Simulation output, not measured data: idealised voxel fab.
process module | voxel self aligned contacts
cross-section cut | 300 nm wide | cells 5 nm
A cross-section is a grid of square cells, given in bands from the top down. A band is one or more rows of cells.
Each band's line starts with the height of the band's top and of its bottom, in nm. Then come its materials from left to right, each with its width in nm. One material with "throughout" fills the band from edge to edge. "air" is empty space.
Height 0 is the level under which the wafer as received is all one material. The lowest band goes on downwards, as in "0 down".
A width such as "30 to 40" changes by the same amount from each row of cells to the next, from the band's top row to its bottom row.
"no change" after a step means that no cell of the cross-section changed.
closed voids: empty space of 8 cells or more with no open way to the top, each as width x height at its distance from the left edge, in nm
after a step's settings: what the simulator itself notes on the step
overlay nm, on a step with a mask: how far to the right of its planned place the mask lay; to the left if negative
plan
1 op RECEIVE | material Si
2 op CONFORMAL_DEP | material SiO2 | thk nm 5
3 op DIRECTIONAL_DEP | material polySi | thk nm 25
4 op DIRECTIONAL_DEP | material SiN | thk nm 20
5 op DIRECTIONAL_DEP | material aC | thk nm 10
6 op PATTERN | tone cover | mask id GATE | material resist | width nm 25 | pitch nm 55 | thk nm 30 | overlay nm 0
7 op DIRECTIONAL_ETCH | etch materials aC | depth nm 10
8 op STRIP | etch materials resist
9 op DIRECTIONAL_ETCH | etch materials SiN | depth nm 20
10 op DIRECTIONAL_ETCH | etch materials polySi | depth nm 25
11 op STRIP | etch materials aC
12 op CONFORMAL_DEP | material SiN | thk nm 5
13 op DIRECTIONAL_ETCH | etch materials SiN | depth nm 5
14 op FILL_DEP | material SiO2 | thk nm 10
15 op CMP | height nm 55
16 op MASKED_ETCH | tone open | mask id CONTACT | width nm 40 | pitch nm 55 | etch materials SiO2 | depth nm 55 | overlay nm 0
17 op CONFORMAL_DEP | material TiN | thk nm 5
18 op FILL_DEP | material W | thk nm 5
19 op CMP | height nm 55
20 op CONFORMAL_DEP | material SiCN | thk nm 5
first wafer, as planned
as received, after step 1
  0 down: Si throughout
  closed voids: none
after step 2
  5 to 0: SiO2 throughout
  below 0: unchanged
after step 3
  30 to 5: polySi throughout
  below 5: unchanged
after step 4
  50 to 30: SiN throughout
  below 30: unchanged
after step 5
  60 to 50: aC throughout
  below 50: unchanged
after step 6
  90 to 60: air 80 | resist 25 | air 30 | resist 25 | air 30 | resist 25 | air 85
  below 60: unchanged
after step 7
  80 to 60: air 80 | resist 25 | air 30 | resist 25 | air 30 | resist 25 | air 85
  60 to 50: air 80 | aC 25 | air 30 | aC 25 | air 30 | aC 25 | air 85
  below 50: unchanged
after step 8
  60 to 50: air 80 | aC 25 | air 30 | aC 25 | air 30 | aC 25 | air 85
  below 50: unchanged
after step 9
  60 to 50: air 80 | aC 25 | air 30 | aC 25 | air 30 | aC 25 | air 85
  50 to 30: air 80 | SiN 25 | air 30 | SiN 25 | air 30 | SiN 25 | air 85
  below 30: unchanged
after step 10
  60 to 50: air 80 | aC 25 | air 30 | aC 25 | air 30 | aC 25 | air 85
  50 to 30: air 80 | SiN 25 | air 30 | SiN 25 | air 30 | SiN 25 | air 85
  30 to 5: air 80 | polySi 25 | air 30 | polySi 25 | air 30 | polySi 25 | air 85
  below 5: unchanged
after step 11
  50 to 30: air 80 | SiN 25 | air 30 | SiN 25 | air 30 | SiN 25 | air 85
  below 30: unchanged
after step 12
  55 to 30: air 75 | SiN 35 | air 20 | SiN 35 | air 20 | SiN 35 | air 80
  30 to 10: air 75 | SiN 5 | polySi 25 | SiN 5 | air 20 | SiN 5 | polySi 25 | SiN 5 | air 20 | SiN 5 | polySi 25 | SiN 5 | air 80
  10 to 5: SiN 80 | polySi 25 | SiN 30 | polySi 25 | SiN 30 | polySi 25 | SiN 85
  below 5: unchanged
after step 13
  50 to 30: air 75 | SiN 35 | air 20 | SiN 35 | air 20 | SiN 35 | air 80
  30 to 5: air 75 | SiN 5 | polySi 25 | SiN 5 | air 20 | SiN 5 | polySi 25 | SiN 5 | air 20 | SiN 5 | polySi 25 | SiN 5 | air 80
  below 5: unchanged
after step 14
  60 to 50: SiO2 throughout
  50 to 30: SiO2 75 | SiN 35 | SiO2 20 | SiN 35 | SiO2 20 | SiN 35 | SiO2 80
  30 to 5: SiO2 75 | SiN 5 | polySi 25 | SiN 5 | SiO2 20 | SiN 5 | polySi 25 | SiN 5 | SiO2 20 | SiN 5 | polySi 25 | SiN 5 | SiO2 80
  below 5: unchanged
after step 15
  55 to 50: SiO2 throughout
  below 50: unchanged
after step 16
  55 to 50: SiO2 100 | air 40 | SiO2 15 | air 40 | SiO2 105
  50 to 30: SiO2 75 | SiN 35 | air 20 | SiN 35 | air 20 | SiN 35 | SiO2 80
  30 to 5: SiO2 75 | SiN 5 | polySi 25 | SiN 5 | air 20 | SiN 5 | polySi 25 | SiN 5 | air 20 | SiN 5 | polySi 25 | SiN 5 | SiO2 80
  5 to 0: SiO2 110 | air 20 | SiO2 35 | air 20 | SiO2 115
  below 0: unchanged
after step 17
  60 to 55: TiN 105 | air 30 | TiN 25 | air 30 | TiN 110
  55 to 50: SiO2 100 | TiN 15 | air 10 | TiN 15 | SiO2 15 | TiN 15 | air 10 | TiN 15 | SiO2 105
  50 to 30: SiO2 75 | SiN 35 | TiN 5 | air 10 | TiN 5 | SiN 35 | TiN 5 | air 10 | TiN 5 | SiN 35 | SiO2 80
  30 to 5: SiO2 75 | SiN 5 | polySi 25 | SiN 5 | TiN 5 | air 10 | TiN 5 | SiN 5 | polySi 25 | SiN 5 | TiN 5 | air 10 | TiN 5 | SiN 5 | polySi 25 | SiN 5 | SiO2 80
  5 to 0: SiO2 110 | TiN 20 | SiO2 35 | TiN 20 | SiO2 115
  below 0: unchanged
after step 18
  65 to 60: W throughout
  60 to 55: TiN 105 | W 30 | TiN 25 | W 30 | TiN 110
  55 to 50: SiO2 100 | TiN 15 | W 10 | TiN 15 | SiO2 15 | TiN 15 | W 10 | TiN 15 | SiO2 105
  50 to 30: SiO2 75 | SiN 35 | TiN 5 | W 10 | TiN 5 | SiN 35 | TiN 5 | W 10 | TiN 5 | SiN 35 | SiO2 80
  30 to 5: SiO2 75 | SiN 5 | polySi 25 | SiN 5 | TiN 5 | W 10 | TiN 5 | SiN 5 | polySi 25 | SiN 5 | TiN 5 | W 10 | TiN 5 | SiN 5 | polySi 25 | SiN 5 | SiO2 80
  below 5: unchanged
after step 19
  55 to 50: SiO2 100 | TiN 15 | W 10 | TiN 15 | SiO2 15 | TiN 15 | W 10 | TiN 15 | SiO2 105
  below 50: unchanged
after step 20
  60 to 55: SiCN throughout
  below 55: unchanged
second wafer: like start, like plan, one mistake. Through step 5 it matches the first wafer
when step 6 should have ended
  90 to 60: air 85 | resist 20 | air 35 | resist 20 | air 35 | resist 20 | air 85
  below 60: unchanged
when step 7 should have ended
  80 to 60: air 85 | resist 20 | air 35 | resist 20 | air 35 | resist 20 | air 85
  60 to 50: air 85 | aC 20 | air 35 | aC 20 | air 35 | aC 20 | air 85
  below 50: unchanged
when step 8 should have ended
  60 to 50: air 85 | aC 20 | air 35 | aC 20 | air 35 | aC 20 | air 85
  below 50: unchanged
when step 9 should have ended
  60 to 50: air 85 | aC 20 | air 35 | aC 20 | air 35 | aC 20 | air 85
  50 to 30: air 85 | SiN 20 | air 35 | SiN 20 | air 35 | SiN 20 | air 85
  below 30: unchanged
when step 10 should have ended
  60 to 50: air 85 | aC 20 | air 35 | aC 20 | air 35 | aC 20 | air 85
  50 to 30: air 85 | SiN 20 | air 35 | SiN 20 | air 35 | SiN 20 | air 85
  30 to 5: air 85 | polySi 20 | air 35 | polySi 20 | air 35 | polySi 20 | air 85
  below 5: unchanged
when step 11 should have ended
  50 to 30: air 85 | SiN 20 | air 35 | SiN 20 | air 35 | SiN 20 | air 85
  below 30: unchanged
when step 12 should have ended
  55 to 30: air 80 | SiN 30 | air 25 | SiN 30 | air 25 | SiN 30 | air 80
  30 to 10: air 80 | SiN 5 | polySi 20 | SiN 5 | air 25 | SiN 5 | polySi 20 | SiN 5 | air 25 | SiN 5 | polySi 20 | SiN 5 | air 80
  10 to 5: SiN 85 | polySi 20 | SiN 35 | polySi 20 | SiN 35 | polySi 20 | SiN 85
  below 5: unchanged
when step 13 should have ended
  50 to 30: air 80 | SiN 30 | air 25 | SiN 30 | air 25 | SiN 30 | air 80
  30 to 5: air 80 | SiN 5 | polySi 20 | SiN 5 | air 25 | SiN 5 | polySi 20 | SiN 5 | air 25 | SiN 5 | polySi 20 | SiN 5 | air 80
  below 5: unchanged
when step 14 should have ended
  60 to 50: SiO2 throughout
  50 to 30: SiO2 80 | SiN 30 | SiO2 25 | SiN 30 | SiO2 25 | SiN 30 | SiO2 80
  30 to 5: SiO2 80 | SiN 5 | polySi 20 | SiN 5 | SiO2 25 | SiN 5 | polySi 20 | SiN 5 | SiO2 25 | SiN 5 | polySi 20 | SiN 5 | SiO2 80
  below 5: unchanged
when step 15 should have ended
  55 to 50: SiO2 throughout
  below 50: unchanged
when step 16 should have ended
  55 to 50: SiO2 100 | air 40 | SiO2 15 | air 40 | SiO2 105
  50 to 30: SiO2 80 | SiN 30 | air 25 | SiN 30 | air 25 | SiN 30 | SiO2 80
  30 to 5: SiO2 80 | SiN 5 | polySi 20 | SiN 5 | air 25 | SiN 5 | polySi 20 | SiN 5 | air 25 | SiN 5 | polySi 20 | SiN 5 | SiO2 80
  5 to 0: SiO2 110 | air 25 | SiO2 30 | air 25 | SiO2 110
  below 0: unchanged
when step 17 should have ended
  60 to 55: TiN 105 | air 30 | TiN 25 | air 30 | TiN 110
  55 to 50: SiO2 100 | TiN 15 | air 15 | TiN 10 | SiO2 15 | TiN 15 | air 15 | TiN 10 | SiO2 105
  50 to 30: SiO2 80 | SiN 30 | TiN 5 | air 15 | TiN 5 | SiN 30 | TiN 5 | air 15 | TiN 5 | SiN 30 | SiO2 80
  30 to 5: SiO2 80 | SiN 5 | polySi 20 | SiN 5 | TiN 5 | air 15 | TiN 5 | SiN 5 | polySi 20 | SiN 5 | TiN 5 | air 15 | TiN 5 | SiN 5 | polySi 20 | SiN 5 | SiO2 80
  5 to 0: SiO2 110 | TiN 25 | SiO2 30 | TiN 25 | SiO2 110
  below 0: unchanged
when step 18 should have ended
  65 to 60: W throughout
  60 to 55: TiN 105 | W 30 | TiN 25 | W 30 | TiN 110
  55 to 50: SiO2 100 | TiN 15 | W 15 | TiN 10 | SiO2 15 | TiN 15 | W 15 | TiN 10 | SiO2 105
  50 to 30: SiO2 80 | SiN 30 | TiN 5 | W 15 | TiN 5 | SiN 30 | TiN 5 | W 15 | TiN 5 | SiN 30 | SiO2 80
  30 to 5: SiO2 80 | SiN 5 | polySi 20 | SiN 5 | TiN 5 | W 15 | TiN 5 | SiN 5 | polySi 20 | SiN 5 | TiN 5 | W 15 | TiN 5 | SiN 5 | polySi 20 | SiN 5 | SiO2 80
  below 5: unchanged
when step 19 should have ended
  55 to 50: SiO2 100 | TiN 15 | W 15 | TiN 10 | SiO2 15 | TiN 15 | W 15 | TiN 10 | SiO2 105
  below 50: unchanged
when step 20 should have ended
  60 to 55: SiCN throughout
  below 55: unchanged
what went wrong: step 6 ran as: op PATTERN | tone cover | mask id GATE | material resist | width nm 20 | pitch nm 55 | thk nm 30 | overlay nm 0
at the end the second wafer has, in cells: 12 fewer of SiN | 7 more of SiO2 | 20 more of W | 15 fewer of polySi
